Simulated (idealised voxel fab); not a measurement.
Herein follows the process module entitled voxel capacitor over wiring.
FYI the section here is cut, 220 nm wide, cells are 5 nm squares.
Reading order for cross-sections: top band down to bottom band. Underlying form: a grid of square cells. Band size: one or more rows of cells. Quick guide to a band line: top height, bottom height (nm) up front; then every material left to right with its width in nm. Only one material and it's marked "edge to edge"? Then it fills the band edge to edge. And "empty" just means empty space. We count height from 0. Below that, the starting wafer is all one material. The lowest band never ends at the bottom but goes on down; see "0 and below" for how that is written. You'd read "30->40" like this: the band's top row of cells is as wide as the first number, its bottom row is as wide as the second, and going down, every row changes width by the same amount as the row before did. Key: "nothing was modified" - step with no changed cell in the cross-section. In "Trapped void list" the enclosed voids are listed, meaning empty spaces of 8 cells or larger without any opening to the top. The form is width x height at distance, distance from the left edge, units nm. Whatever follows a step's settings on its line is a remark the simulator itself makes about that step. The setting "overlay nm" may be written on the line of a step. When the step uses a mask, the value reports how far to the right of the planned place the mask lay, and a negative value reports that it lay to the left.
**Here's what the planned process steps look like**
step 1: RECEIVE: material Si
step 2: CONFORMAL_DEP: material SiO2, thk nm 10
step 3: CONFORMAL_DEP: material SiCN, thk nm 5
step 4: DIRECTIONAL_DEP: material SiO2, thk nm 25
step 5: MASKED_ETCH: tone open, mask id METAL_1, width nm 30, pitch nm 85, etch materials SiO2, depth nm 25, overlay nm 0
step 6: MASKED_ETCH: tone open, mask id METAL_1, width nm 30, pitch nm 85, etch materials SiCN, depth nm 5, overlay nm 0
step 7: CONFORMAL_DEP: material TiN, thk nm 5
step 8: FILL_DEP: material Ru, thk nm 10
step 9: CMP: height nm 40
step 10: CONFORMAL_DEP: material SiCN, thk nm 5
step 11: DIRECTIONAL_DEP: material SiO2, thk nm 15
step 12: DIRECTIONAL_DEP: material aC, thk nm 10
step 13: PATTERN: tone open, mask id PLUG_1, material resist, width nm 15, thk nm 30, overlay nm 0
step 14: DIRECTIONAL_ETCH: etch materials aC, depth nm 10
step 15: STRIP: etch materials resist
step 16: DIRECTIONAL_ETCH: etch materials SiO2, depth nm 15
step 17: DIRECTIONAL_ETCH: etch materials SiCN, depth nm 5
step 18: STRIP: etch materials aC
step 19: CONFORMAL_DEP: material TiN, thk nm 5
step 20: FILL_DEP: material Ru, thk nm 10
step 21: CMP: height nm 60
step 22: DIRECTIONAL_DEP: material TiN, thk nm 10
step 23: DIRECTIONAL_DEP: material HfO2, thk nm 5
step 24: DIRECTIONAL_DEP: material TiN, thk nm 10
step 25: DIRECTIONAL_DEP: material aC, thk nm 10
step 26: PATTERN: tone cover, mask id UPPER_PLATE, material resist, width nm 60, thk nm 25, overlay nm 0
step 27: DIRECTIONAL_ETCH: etch materials aC, depth nm 10
step 28: STRIP: etch materials resist
step 29: DIRECTIONAL_ETCH: etch materials TiN, depth nm 10
step 30: DIRECTIONAL_ETCH: etch materials HfO2, depth nm 5
step 31: STRIP: etch materials aC
step 32: DIRECTIONAL_DEP: material aC, thk nm 15
step 33: PATTERN: tone cover, mask id LOWER_PLATE, material resist, width nm 70, thk nm 30, overlay nm 0
step 34: DIRECTIONAL_ETCH: etch materials aC, depth nm 15
step 35: STRIP: etch materials resist
step 36: DIRECTIONAL_ETCH: etch materials TiN, depth nm 10
step 37: STRIP: etch materials aC
step 38: FILL_DEP: material SiO2, thk nm 15
step 39: CMP: height nm 95
step 40: MASKED_ETCH: tone open, mask id PLUG_2, width nm 15, etch materials SiO2, depth nm 10, overlay nm 0
step 41: CONFORMAL_DEP: material TiN, thk nm 5
step 42: FILL_DEP: material W, thk nm 10
step 43: CMP: height nm 95
step 44: CONFORMAL_DEP: material SiN, thk nm 5
**Cross-section of the wafer at receipt, which is the condition after step 1**
> 0 and below: Si edge to edge
> Trapped void list: none
**Below is the wafer in cross-section after the module was completed. It began from the starting point shown above and followed the plan shown above, except that one mistake was made while running it**
> 100 down to 95: SiN edge to edge
> 95 down to 90: SiO2 75 | SiCN 5 | W 5 | SiCN 5 | SiO2 130
> 90 down to 85: SiO2 75 | SiCN 15 | SiO2 130
> 85 down to 75: SiO2 65 | TiN 60 | SiO2 95
> 75 down to 70: SiO2 65 | HfO2 60 | SiO2 95
> 70 down to 60: SiO2 60 | TiN 70 | SiO2 90
> 60 down to 45: SiO2 65 | TiN 5 | Ru 5 | TiN 5 | SiO2 140
> 45 down to 40: SiCN 65 | TiN 15 | SiCN 140
> 40 down to 15: SiO2 50 | TiN 5 | Ru 20 | TiN 5 | SiO2 55 | TiN 5 | Ru 20 | TiN 5 | SiO2 55
> 15 down to 10: SiCN 50 | TiN 30 | SiCN 55 | TiN 30 | SiCN 55
> 10 down to 0: SiO2 edge to edge
> 0 and below: Si edge to edge
> Trapped void list: none
The mistake made against the process plan was this: step 41 did not happen as planned, as run it was CONFORMAL_DEP: material SiCN, thk nm 5
